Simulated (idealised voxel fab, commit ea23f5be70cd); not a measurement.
The following process module bears the name voxel ribs on slabs.
This is section cut - it's 190 nm across, gridded in 5 nm square cells.
Cross-section spec: square-cell grid; bands listed top down; each band is one or more rows.
Top height, bottom height, nm. Materials left to right, width each, nm. Single material + "throughout" = fills band edge to edge. "blank" = empty.
Heights are expressed relative to 0, this being the level below which the as-received wafer comprises one material exclusively. The lowest band is unbounded in the downward direction and is denoted as in "0 nm and below".
So if you see something like "30->40" for the width, read it as the top row of the band sitting at the first number and the bottom row at the second, with every row in between moving by the same amount as the last.
No cell of the cross-section changed in a step that is given as "remains unaltered".
Closed empty spaces (no open way to the top) of 8 cells or more are what "Sealed internal cavities" lists, each as width x height at distance from the left edge, nm for all three.
Note: text after step settings on the step line = simulator remark on that step.
Regarding "overlay nm": on a step with a mask, it is the distance the mask lay to the right of its planned place; a negative value places it to the left.

Set out below are the planned steps of the process
step 1: RECEIVE with material Si
step 2: DIRECTIONAL_DEP with material SiO2, thk nm 25
step 3: DIRECTIONAL_DEP with material SiN, thk nm 15
step 4: PATTERN with tone cover, mask id RIB, material resist, width nm 30, thk nm 20, overlay nm 0
step 5: DIRECTIONAL_ETCH with etch materials SiN, depth nm 5
step 6: STRIP with etch materials resist
step 7: MASKED_ETCH with tone cover, mask id SLAB, width nm 80, etch materials SiN, depth nm 10, overlay nm 0
step 8: FILL_DEP with material SiO2, thk nm 20
step 9: CMP with height nm 50
step 10: DIRECTIONAL_DEP with material TiN, thk nm 10
step 11: PATTERN with tone cover, mask id HEATER, material resist, width nm 40, thk nm 20, overlay nm 0
step 12: DIRECTIONAL_ETCH with etch materials TiN, depth nm 10
step 13: STRIP with etch materials resist
step 14: CONFORMAL_DEP with material SiN, thk nm 5

Delivered wafer in cross-section: state after step 1
* 0 nm and below = Si throughout
* Sealed internal cavities: none

First of two wafers at the end of the module, shown in cross-section; run carried out as planned
* 65 nm to 60 nm = 70 nm blank  50 nm SiN  70 nm blank
* 60 nm to 55 nm = 70 nm blank  5 nm SiN  40 nm TiN  5 nm SiN  70 nm blank
* 55 nm to 50 nm = 75 nm SiN  40 nm TiN  75 nm SiN
* 50 nm to 40 nm = SiO2 throughout
* 40 nm to 35 nm = 80 nm SiO2  30 nm SiN  80 nm SiO2
* 35 nm to 25 nm = 55 nm SiO2  80 nm SiN  55 nm SiO2
* 25 nm to 0 nm = SiO2 throughout
* 0 nm and below = Si throughout
* Sealed internal cavities: none

Cross-sectional image of the second wafer of the two following completion of the module. Starting state and process plan were the same as for the first wafer; one execution error occurred
* 65 nm to 60 nm = 70 nm blank  50 nm SiN  70 nm blank
* 60 nm to 55 nm = 70 nm blank  5 nm SiN  40 nm TiN  5 nm SiN  70 nm blank
* 55 nm to 50 nm = 75 nm SiN  40 nm TiN  75 nm SiN
* 50 nm to 40 nm = SiO2 throughout
* 40 nm to 25 nm = TiN throughout
* 25 nm to 0 nm = SiO2 throughout
* 0 nm and below = Si throughout
* Sealed internal cavities: none
what went wrong: the process deviated at step 3: the operation and settings actually run there were DIRECTIONAL_DEP with material TiN, thk nm 15
Count the cells at the end and the second wafer has more or fewer of some materials than the first: 38 fewer of SiN, 76 fewer of SiO2, 114 more of TiN
